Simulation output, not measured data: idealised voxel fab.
Documented hereafter: the process module known as voxel fin reveal.
It is cross-section cut that appears here, measuring 175 nm in width, its square cells being 5 nm in size.
Think of the cross-section as a grid of square cells. We describe it in bands, top to bottom, and each band covers one or more rows of those cells.
The band entry comprises the height of the band's top followed by the height of its bottom, expressed in nm, and subsequently the band's materials from left to right, each stated together with its width in nm. Where a single material is marked with the word "edge to edge", that material fills the band from edge to edge. The word "air" represents empty space.
Zero point of the height axis is 0; under it, received wafer = one material. Lowest band: continues down indefinitely, "from 0 down".
So if you see something like "30 to 40" for the width, read it as the top row of the band sitting at the first number and the bottom row at the second, with every row in between moving by the same amount as the last.
What does "nothing got changed" mean for a step? It means no cell of the cross-section changed in that step.
In "Entrapped void list" the enclosed voids are listed, meaning empty spaces of 8 cells or larger without any opening to the top. The form is width x height at distance, distance from the left edge, units nm.
The remark found on a step's line after its settings is issued by the simulator itself and pertains to that step.
Among the settings permitted on a step's line is "overlay nm"; applied to a step with a mask, it specifies the extent to which the mask lay to the right of its planned position, whereas a negative figure signifies a position to the left.
The process steps that were planned are listed below:
step 1: RECEIVE: material Si
step 2: CONFORMAL_DEP: material SiN, thk nm 10
step 3: DIRECTIONAL_DEP: material aC, thk nm 10
step 4: PATTERN: tone cover, mask id FINS, material resist, width nm 15, pitch nm 45, thk nm 25, overlay nm 0
step 5: DIRECTIONAL_ETCH: etch materials aC, depth nm 10
step 6: STRIP: etch materials resist
step 7: DIRECTIONAL_ETCH: etch materials SiN, depth nm 10
step 8: DIRECTIONAL_ETCH: etch materials Si, depth nm 35
step 9: STRIP: etch materials aC
step 10: FILL_DEP: material SiO2, thk nm 15
step 11: CMP: height nm 10
step 12: SELECTIVE_ETCH: etch materials SiO2, depth nm 35
step 13: STRIP: etch materials SiN
As-received state of the wafer in cross-section, equivalent to post-step 1:
from 0 down | Si edge to edge
Entrapped void list: none
Wafer at module end, in section. Began as above, planned as above, run with one mistake:
from 0 to -25 | 35 Si; 15 air; 30 Si; 15 air; 30 Si; 15 air; 35 Si
from -25 to -35 | 35 Si; 15 SiO2; 30 Si; 15 SiO2; 30 Si; 15 SiO2; 35 Si
from -35 down | Si edge to edge
Entrapped void list: none
Deviation noted in wafer processing: contrary to plan, step 4 was performed as PATTERN: tone open, mask id FINS, material resist, width nm 15, pitch nm 45, thk nm 25, overlay nm 0
